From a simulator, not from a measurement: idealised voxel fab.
voxel ribs on slabs: a process module
Section cut is 200 nm wide and gridded with 5 nm square cells.
We lay out every cross-section as a grid of square cells and spell it out in bands from the top down, where one band means one or more rows of cells. Band: top height; bottom height; in nm. Then, left to right: material with width in nm, for each material. "everywhere": a single material spanning edge to edge. "blank": empty space. Counting heights begins at 0, where everything beneath is, in the wafer as received, one material. The lowest band has no bottom; it goes on downwards, as "0..down" shows. A width such as "30 to 40" changes by the same amount from each row of cells to the next, from the band's top row to its bottom row. "remained the same", as given for a step, is the statement that not any cell of the cross-section underwent a change during that step. "Trapped cavities": empty spaces of 8 cells or more with no open way to the top, each given as width x height at distance, distance from the left edge, all in nm. Note: text after step settings on the step line = simulator remark on that step. overlay nm, on a step with a mask: how far to the right of its planned place the mask lay; to the left if negative.
Intended process steps
step 1: RECEIVE,material Si
step 2: DIRECTIONAL_DEP,material SiO2,thk nm 30
step 3: DIRECTIONAL_DEP,material SiN,thk nm 15
step 4: PATTERN,tone cover,mask id RIB,material resist,width nm 30,thk nm 20,overlay nm 0
step 5: DIRECTIONAL_ETCH,etch materials SiN,depth nm 5
step 6: STRIP,etch materials resist
step 7: PATTERN,tone cover,mask id SLAB,material resist,width nm 70,thk nm 20,overlay nm 0
step 8: DIRECTIONAL_ETCH,etch materials SiN,depth nm 10
step 9: STRIP,etch materials resist
step 10: FILL_DEP,material SiO2,thk nm 25
step 11: CMP,height nm 60
step 12: DIRECTIONAL_DEP,material TiN,thk nm 5
step 13: PATTERN,tone cover,mask id HEATER,material resist,width nm 40,thk nm 15,overlay nm -15
step 14: DIRECTIONAL_ETCH,etch materials TiN,depth nm 5
step 15: STRIP,etch materials resist
step 16: CONFORMAL_DEP,material SiO2,thk nm 10
The plan shows the overlay nm of step 13 as the first wafer had it; this setting differs between the wafers, which start out alike.
Cross-section of the first incoming wafer of several, state after step 1
  0..down | Si everywhere
  Trapped cavities: none
The first of several wafers, seen in cross-section after the module's last step, step 16
  75..70 | 55 blank, 60 SiO2, 85 blank
  70..65 | SiO2 everywhere
  65..60 | 65 SiO2, 40 TiN, 95 SiO2
  60..45 | SiO2 everywhere
  45..40 | 85 SiO2, 30 SiN, 85 SiO2
  40..30 | 65 SiO2, 70 SiN, 65 SiO2
  30..0 | SiO2 everywhere
  0..down | Si everywhere
  Trapped cavities: none
Showing the last wafer in cross-section at the end of the module
  75..70 | 85 blank, 60 SiO2, 55 blank
  70..65 | SiO2 everywhere
  65..60 | 95 SiO2, 40 TiN, 65 SiO2
  60..45 | SiO2 everywhere
  45..40 | 85 SiO2, 30 SiN, 85 SiO2
  40..30 | 65 SiO2, 70 SiN, 65 SiO2
  30..0 | SiO2 everywhere
  0..down | Si everywhere
  Trapped cavities: none
Note: the following table is arranged by wafer, a row apiece. Each row reports the end-of-module state: per material, cells gained (+) or cells lost (-) compared with the wafer as received; closed voids follow
overlay nm -15, +34 SiN, +530 SiO2, +8 TiN, Trapped cavities: none
overlay nm -10, +34 SiN, +530 SiO2, +8 TiN, Trapped cavities: none
overlay nm -5, +34 SiN, +530 SiO2, +8 TiN, Trapped cavities: none
overlay nm 0, +34 SiN, +530 SiO2, +8 TiN, Trapped cavities: none
overlay nm 5, +34 SiN, +530 SiO2, +8 TiN, Trapped cavities: none
overlay nm 10, +34 SiN, +530 SiO2, +8 TiN, Trapped cavities: none
overlay nm 15, +34 SiN, +530 SiO2, +8 TiN, Trapped cavities: none
